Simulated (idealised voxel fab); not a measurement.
process module | voxel trench capacitor
cross-section cut | 190 nm wide | cells 5 nm
A cross-section is a grid of square cells, given in bands from the top down. A band is one or more rows of cells.
Each band's line starts with the height of the band's top and of its bottom, in nm. Then come its materials from left to right, each with its width in nm. One material with "throughout" fills the band from edge to edge. "air" is empty space.
Height 0 is the level under which the wafer as received is all one material. The lowest band goes on downwards, as in "0 down".
A width such as "30 to 40" changes by the same amount from each row of cells to the next, from the band's top row to its bottom row.
"no change" after a step means that no cell of the cross-section changed.
closed voids: empty space of 8 cells or more with no open way to the top, each as width x height at its distance from the left edge, in nm
after a step's settings: what the simulator itself notes on the step
overlay nm, on a step with a mask: how far to the right of its planned place the mask lay; to the left if negative
plan
1 op RECEIVE | material Si
2 op CONFORMAL_DEP | material SiN | thk nm 5
3 op DIRECTIONAL_DEP | material aC | thk nm 15
4 op PATTERN | tone open | mask id TRENCH | material resist | width nm 25 | pitch nm 40 | thk nm 35 | overlay nm 0
5 op DIRECTIONAL_ETCH | etch materials aC | depth nm 15
6 op STRIP | etch materials resist
7 op DIRECTIONAL_ETCH | etch materials SiN | depth nm 5
8 op DIRECTIONAL_ETCH | etch materials Si | depth nm 30
9 op STRIP | etch materials aC
10 op CONFORMAL_DEP | material HfO2 | thk nm 5
11 op CONFORMAL_DEP | material TiN | thk nm 5
12 op FILL_DEP | material W | thk nm 10
13 op CMP | height nm 5
as received, after step 1
  0 down: Si throughout
  closed voids: none
first wafer at the end, as planned
  5 to 0: SiN 60 | HfO2 5 | TiN 5 | W 5 | TiN 5 | HfO2 5 | SiN 15 | HfO2 5 | TiN 5 | W 5 | TiN 5 | HfO2 5 | SiN 65
  0 to -20: Si 60 | HfO2 5 | TiN 5 | W 5 | TiN 5 | HfO2 5 | Si 15 | HfO2 5 | TiN 5 | W 5 | TiN 5 | HfO2 5 | Si 65
  -20 to -25: Si 60 | HfO2 5 | TiN 15 | HfO2 5 | Si 15 | HfO2 5 | TiN 15 | HfO2 5 | Si 65
  -25 to -30: Si 60 | HfO2 25 | Si 15 | HfO2 25 | Si 65
  -30 down: Si throughout
  closed voids: none
second wafer at the end: like start, like plan, one mistake
  5 to 0: SiN 60 | HfO2 5 | TiN 5 | W 5 | TiN 5 | HfO2 5 | SiN 15 | HfO2 5 | TiN 5 | W 5 | TiN 5 | HfO2 5 | SiN 65
  0 to -50: Si 60 | HfO2 5 | TiN 5 | W 5 | TiN 5 | HfO2 5 | Si 15 | HfO2 5 | TiN 5 | W 5 | TiN 5 | HfO2 5 | Si 65
  -50 to -55: Si 60 | HfO2 5 | TiN 15 | HfO2 5 | Si 15 | HfO2 5 | TiN 15 | HfO2 5 | Si 65
  -55 to -60: Si 60 | HfO2 25 | Si 15 | HfO2 25 | Si 65
  -60 down: Si throughout
  closed voids: none
what went wrong: step 8 was run twice
at the end the second wafer has, in cells: 24 more of HfO2 | 60 fewer of Si | 24 more of TiN | 12 more of W
